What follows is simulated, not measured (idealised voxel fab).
A process module follows: voxel ribs on slabs.
For reference, the cross-section in this document is cut, with width 290 nm and square cells of 5 nm.
A cross-section is a grid of square cells, given in bands from the top down. A band is one or more rows of cells. Top, bottom (nm), then materials left to right with widths (nm); lone material tagged "all across" fills the whole band edge to edge; "air" = empty space. Zero point of the height axis is 0; under it, received wafer = one material. Lowest band: continues down indefinitely, "0..down". Quick explanation for "30..40": the width changes in equal steps down the rows of cells, from the first number in the band's top row to the second number in its bottom row. A step reported as "all unchanged" is a step in which no cell of the cross-section changed. Enclosed voids (no open way to top), threshold 8 cells or more, entry "Listed closed voids", notation width x height at distance, distance from left edge, nm. It should be noted that, on the line of a given step, the content following the step's settings is a remark produced by the simulator itself with respect to that step. What "overlay nm" on a step's line means: if the step has a mask, that mask lay this far to the right of its planned place, or, when the value is negative, to the left.
-- The following list gives the planned process steps
1,RECEIVE | material Si
2,DIRECTIONAL_DEP | material SiO2 | thk nm 30
3,DIRECTIONAL_DEP | material polySi | thk nm 20
4,MASKED_ETCH | tone cover | mask id RIB | width nm 25 | etch materials polySi | depth nm 5 | overlay nm 0
5,PATTERN | tone cover | mask id SLAB | material resist | width nm 55 | thk nm 15 | overlay nm 0
6,DIRECTIONAL_ETCH | etch materials polySi | depth nm 15
7,STRIP | etch materials resist
8,FILL_DEP | material SiO2 | thk nm 20
9,CMP | height nm 60
10,DIRECTIONAL_DEP | material W | thk nm 5
11,MASKED_ETCH | tone cover | mask id HEATER | width nm 35 | etch materials W | depth nm 5 | overlay nm 0
12,CONFORMAL_DEP | material SiN | thk nm 10
-- first wafer, as planned
-- As-received wafer cross-section (after step 1)
    0..down: Si all across
    Listed closed voids: none
-- Cross-section: wafer state after step 2
    30..0: SiO2 all across
    Under 0: no change, same as before.
-- Cross-section: wafer state after step 3
    50..30: polySi all across
    Under 30: no change, same as before.
-- Cross-section: wafer state after step 4
    50..45: 130 air, 25 polySi, 135 air
    Under 45: no change, same as before.
-- Cross-section: wafer state after step 5
    65..50: 115 air, 55 resist, 120 air
    50..45: 115 air, 15 resist, 25 polySi, 15 resist, 120 air
    Under 45: no change, same as before.
-- Cross-section: wafer state after step 6
    65..50: 115 air, 55 resist, 120 air
    50..45: 115 air, 15 resist, 25 polySi, 15 resist, 120 air
    45..30: 115 air, 55 polySi, 120 air
    Under 30: no change, same as before.
-- Cross-section: wafer state after step 7
    50..45: 130 air, 25 polySi, 135 air
    Under 45: no change, same as before.
-- Cross-section: wafer state after step 8
    70..50: SiO2 all across
    50..45: 130 SiO2, 25 polySi, 135 SiO2
    45..30: 115 SiO2, 55 polySi, 120 SiO2
    Under 30: no change, same as before.
-- Cross-section: wafer state after step 9
    60..50: SiO2 all across
    Under 50: no change, same as before.
-- Cross-section: wafer state after step 10
    65..60: W all across
    Under 60: no change, same as before.
-- Cross-section: wafer state after step 11
    65..60: 125 air, 35 W, 130 air
    Under 60: no change, same as before.
-- Cross-section: wafer state after step 12
    75..70: 115 air, 55 SiN, 120 air
    70..65: SiN all across
    65..60: 125 SiN, 35 W, 130 SiN
    Under 60: no change, same as before.
-- Wafer two of the pair: same origin, same plan, one error during the run; identical to wafer one up to and including step 1
-- Second wafer, sectioned view, at step 2's planned end time
    30..0: SiN all across
    Under 0: no change, same as before.
-- Second wafer, sectioned view, at step 3's planned end time
    50..30: polySi all across
    Under 30: no change, same as before.
-- Second wafer, sectioned view, at step 4's planned end time
    50..45: 130 air, 25 polySi, 135 air
    Under 45: no change, same as before.
-- Second wafer, sectioned view, at step 5's planned end time
    65..50: 115 air, 55 resist, 120 air
    50..45: 115 air, 15 resist, 25 polySi, 15 resist, 120 air
    Under 45: no change, same as before.
-- Second wafer, sectioned view, at step 6's planned end time
    65..50: 115 air, 55 resist, 120 air
    50..45: 115 air, 15 resist, 25 polySi, 15 resist, 120 air
    45..30: 115 air, 55 polySi, 120 air
    Under 30: no change, same as before.
-- Second wafer, sectioned view, at step 7's planned end time
    50..45: 130 air, 25 polySi, 135 air
    Under 45: no change, same as before.
-- Second wafer, sectioned view, at step 8's planned end time
    70..50: SiO2 all across
    50..45: 130 SiO2, 25 polySi, 135 SiO2
    45..30: 115 SiO2, 55 polySi, 120 SiO2
    Under 30: no change, same as before.
-- Second wafer, sectioned view, at step 9's planned end time
    60..50: SiO2 all across
    Under 50: no change, same as before.
-- Second wafer, sectioned view, at step 10's planned end time
    65..60: W all across
    Under 60: no change, same as before.
-- Second wafer, sectioned view, at step 11's planned end time
    65..60: 125 air, 35 W, 130 air
    Under 60: no change, same as before.
-- Second wafer, sectioned view, at step 12's planned end time
    75..70: 115 air, 55 SiN, 120 air
    70..65: SiN all across
    65..60: 125 SiN, 35 W, 130 SiN
    Under 60: no change, same as before.
what went wrong: planned and actual differ for step 2; actual: DIRECTIONAL_DEP | material SiN | thk nm 30
Counted in cells at the end, the second wafer holds more or fewer of these materials than the first: 348 more of SiN, 348 fewer of SiO2
